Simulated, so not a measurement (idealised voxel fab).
Presented below is a process module, voxel gate over fins.
FYI the section here is cut, 260 nm wide, cells are 5 nm squares.
Notation: cross-section as square-cell grid; stated in bands, top first, going down; one or more cell rows per band.
Per band: top height and bottom height in nm, followed by the left-to-right materials and their widths in nm; "everywhere" marks a single material spanning edge to edge, "air" marks empty space.
Below 0: as-received wafer, all one material; heights counted from there. Lowest band: no bottom, goes on down, written "0 nm and below".
Per-row width for "30->40": begins at first number (top row of band), ends at second number (bottom row), increment between rows held constant.
"no alterations made" for a step: no cell of the cross-section changed in that step.
Entry "Non-vented voids" = empty spaces >= 8 cells with no open way to the top; each as width x height at distance, distance from left edge, all nm.
Anything after a step's settings on that line? It's the simulator's own note about the step.
Among the settings permitted on a step's line is "overlay nm"; applied to a step with a mask, it specifies the extent to which the mask lay to the right of its planned position, whereas a negative figure signifies a position to the left.
[plan]
1 RECEIVE | material Si
2 CONFORMAL_DEP | material SiN | thk nm 5
3 PATTERN | tone cover | mask id FINS | material resist | width nm 15 | pitch nm 60 | thk nm 20 | overlay nm 0
4 DIRECTIONAL_ETCH | etch materials SiN | depth nm 5
5 DIRECTIONAL_ETCH | etch materials Si | depth nm 40
6 STRIP | etch materials resist
7 OXIDIZE | depth nm 5
8 FILL_DEP | material SiO2 | thk nm 10
9 CMP | height nm 5
10 PATTERN | tone open | mask id RAIL | material resist | width nm 15 | thk nm 15 | overlay nm 0
11 DIRECTIONAL_ETCH | etch materials SiO2 | depth nm 40
12 STRIP | etch materials resist
13 CONFORMAL_DEP | material TiN | thk nm 5
14 FILL_DEP | material Ru | thk nm 5
15 CMP | height nm 5
16 SELECTIVE_ETCH | etch materials W Ru TiN | depth nm 30
17 FILL_DEP | material SiO2 | thk nm 5
18 CMP | height nm 5
19 SELECTIVE_ETCH | etch materials SiO2 | depth nm 20
20 STRIP | etch materials SiN
21 CONFORMAL_DEP | material HfO2 | thk nm 5
22 CONFORMAL_DEP | material TiN | thk nm 5
23 CONFORMAL_DEP | material TiAl | thk nm 5
24 CONFORMAL_DEP | material TiN | thk nm 5
25 FILL_DEP | material W | thk nm 15
26 CMP | height nm 30
27 CONFORMAL_DEP | material SiCN | thk nm 10
[As received (post step 1): cross-section]
    0 nm and below: Si everywhere
    Non-vented voids: none
[The first of two wafers, cross-sectioned at the end of the module, with the run proceeding as planned]
    40 nm to 30 nm: SiCN everywhere
    30 nm to 20 nm: W everywhere
    20 nm to 15 nm: W: 45, then TiN: 45, then W: 15, then TiN: 45, then W: 15, then TiN: 45, then W: 50
    15 nm to 10 nm: W: 45, then TiN: 5, then TiAl: 35, then TiN: 5, then W: 15, then TiN: 5, then TiAl: 35, then TiN: 5, then W: 15, then TiN: 5, then TiAl: 35, then TiN: 5, then W: 50
    10 nm to 5 nm: W: 45, then TiN: 5, then TiAl: 5, then TiN: 25, then TiAl: 5, then TiN: 5, then W: 15, then TiN: 5, then TiAl: 5, then TiN: 25, then TiAl: 5, then TiN: 5, then W: 15, then TiN: 5, then TiAl: 5, then TiN: 25, then TiAl: 5, then TiN: 5, then W: 50
    5 nm to 0 nm: TiN: 50, then TiAl: 5, then TiN: 5, then HfO2: 15, then TiN: 5, then TiAl: 5, then TiN: 25, then TiAl: 5, then TiN: 5, then HfO2: 15, then TiN: 5, then TiAl: 5, then TiN: 25, then TiAl: 5, then TiN: 5, then HfO2: 15, then TiN: 5, then TiAl: 5, then TiN: 55
    0 nm to -5 nm: TiAl: 55, then TiN: 5, then HfO2: 5, then Si: 5, then HfO2: 5, then TiN: 5, then TiAl: 35, then TiN: 5, then HfO2: 5, then Si: 5, then HfO2: 5, then TiN: 5, then TiAl: 35, then TiN: 5, then HfO2: 5, then Si: 5, then HfO2: 5, then TiN: 5, then TiAl: 60
    -5 nm to -10 nm: TiN: 60, then HfO2: 5, then Si: 5, then HfO2: 5, then TiN: 45, then HfO2: 5, then Si: 5, then HfO2: 5, then TiN: 45, then HfO2: 5, then Si: 5, then HfO2: 5, then TiN: 65
    -10 nm to -15 nm: HfO2: 65, then Si: 5, then HfO2: 55, then Si: 5, then HfO2: 55, then Si: 5, then HfO2: 70
    -15 nm to -25 nm: SiO2: 65, then Si: 5, then SiO2: 55, then Si: 5, then SiO2: 55, then Si: 5, then SiO2: 70
    -25 nm to -30 nm: SiO2: 65, then Si: 5, then SiO2: 20, then TiN: 5, then Ru: 5, then TiN: 5, then SiO2: 20, then Si: 5, then SiO2: 55, then Si: 5, then SiO2: 70
    -30 nm to -35 nm: SiO2: 65, then Si: 5, then SiO2: 20, then TiN: 15, then SiO2: 20, then Si: 5, then SiO2: 55, then Si: 5, then SiO2: 70
    -35 nm to -45 nm: SiO2: 65, then Si: 5, then SiO2: 55, then Si: 5, then SiO2: 55, then Si: 5, then SiO2: 70
    -45 nm and below: Si everywhere
    Non-vented voids: none
[Second wafer cross-section at end of module - shared start and plan with the first, one mistake in the run]
    40 nm to 30 nm: SiCN everywhere
    30 nm to 20 nm: W everywhere
    20 nm to 15 nm: W: 45, then TiN: 45, then W: 15, then TiN: 45, then W: 15, then TiN: 45, then W: 50
    15 nm to 10 nm: W: 45, then TiN: 5, then TiAl: 35, then TiN: 5, then W: 15, then TiN: 5, then TiAl: 35, then TiN: 5, then W: 15, then TiN: 5, then TiAl: 35, then TiN: 5, then W: 50
    10 nm to 5 nm: W: 45, then TiN: 5, then TiAl: 5, then TiN: 25, then TiAl: 5, then TiN: 5, then W: 15, then TiN: 5, then TiAl: 5, then TiN: 25, then TiAl: 5, then TiN: 5, then W: 15, then TiN: 5, then TiAl: 5, then TiN: 25, then TiAl: 5, then TiN: 5, then W: 50
    5 nm to 0 nm: TiN: 50, then TiAl: 5, then TiN: 5, then HfO2: 15, then TiN: 5, then TiAl: 5, then TiN: 25, then TiAl: 5, then TiN: 5, then HfO2: 15, then TiN: 5, then TiAl: 5, then TiN: 25, then TiAl: 5, then TiN: 5, then HfO2: 15, then TiN: 5, then TiAl: 5, then TiN: 55
    0 nm to -5 nm: TiAl: 55, then TiN: 5, then HfO2: 5, then Si: 5, then HfO2: 5, then TiN: 5, then TiAl: 35, then TiN: 5, then HfO2: 5, then Si: 5, then HfO2: 5, then TiN: 5, then TiAl: 35, then TiN: 5, then HfO2: 5, then Si: 5, then HfO2: 5, then TiN: 5, then TiAl: 60
    -5 nm to -10 nm: TiN: 60, then HfO2: 5, then Si: 5, then HfO2: 5, then TiN: 45, then HfO2: 5, then Si: 5, then HfO2: 5, then TiN: 45, then HfO2: 5, then Si: 5, then HfO2: 5, then TiN: 65
    -10 nm to -15 nm: HfO2: 65, then Si: 5, then HfO2: 55, then Si: 5, then HfO2: 55, then Si: 5, then HfO2: 70
    -15 nm to -25 nm: SiO2: 65, then Si: 5, then SiO2: 55, then Si: 5, then SiO2: 55, then Si: 5, then SiO2: 70
    -25 nm to -30 nm: SiO2: 65, then Si: 5, then SiO2: 25, then TiN: 5, then Ru: 5, then TiN: 5, then SiO2: 15, then Si: 5, then SiO2: 55, then Si: 5, then SiO2: 70
    -30 nm to -35 nm: SiO2: 65, then Si: 5, then SiO2: 25, then TiN: 15, then SiO2: 15, then Si: 5, then SiO2: 55, then Si: 5, then SiO2: 70
    -35 nm to -45 nm: SiO2: 65, then Si: 5, then SiO2: 55, then Si: 5, then SiO2: 55, then Si: 5, then SiO2: 70
    -45 nm and below: Si everywhere
    Non-vented voids: none
Misprocessing identified: step 10, actual vs plan mismatch, actual run PATTERN | tone open | mask id RAIL | material resist | width nm 15 | thk nm 15 | overlay nm 5
So at the finish, the second wafer's got exactly as many cells of each material as the first, just not in the same spots.
